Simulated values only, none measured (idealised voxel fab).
process module | voxel spacer lines
cross-section cut | 300 nm wide | cells 5 nm
A cross-section is a grid of square cells, given in bands from the top down. A band is one or more rows of cells.
Each band's line starts with the height of the band's top and of its bottom, in nm. Then come its materials from left to right, each with its width in nm. One material with "throughout" fills the band from edge to edge. "air" is empty space.
Height 0 is the level under which the wafer as received is all one material. The lowest band goes on downwards, as in "0 down".
A width such as "30 to 40" changes by the same amount from each row of cells to the next, from the band's top row to its bottom row.
"no change" after a step means that no cell of the cross-section changed.
closed voids: empty space of 8 cells or more with no open way to the top, each as width x height at its distance from the left edge, in nm
after a step's settings: what the simulator itself notes on the step
overlay nm, on a step with a mask: how far to the right of its planned place the mask lay; to the left if negative
plan
1 op RECEIVE | material Si
2 op CONFORMAL_DEP | material Al2O3 | thk nm 5
3 op DIRECTIONAL_DEP | material TiN | thk nm 15
4 op DIRECTIONAL_DEP | material aC | thk nm 25
5 op PATTERN | tone cover | mask id MANDREL | material resist | width nm 15 | pitch nm 60 | thk nm 30 | overlay nm 0
6 op DIRECTIONAL_ETCH | etch materials aC | depth nm 25
7 op STRIP | etch materials resist
8 op CONFORMAL_DEP | material SiO2 | thk nm 15
9 op DIRECTIONAL_ETCH | etch materials SiO2 | depth nm 15
10 op STRIP | etch materials aC
11 op DIRECTIONAL_ETCH | etch materials TiN | depth nm 15
12 op STRIP | etch materials SiO2
as received, after step 1
  0 down: Si throughout
  closed voids: none
a wafer at the end: this start, this plan, one mistake
  15 to 0: air 95 | TiN 15 | air 15 | TiN 15 | air 15 | TiN 15 | air 15 | TiN 15 | air 100
  0 down: Si throughout
  closed voids: none
what went wrong: step 2 was left out
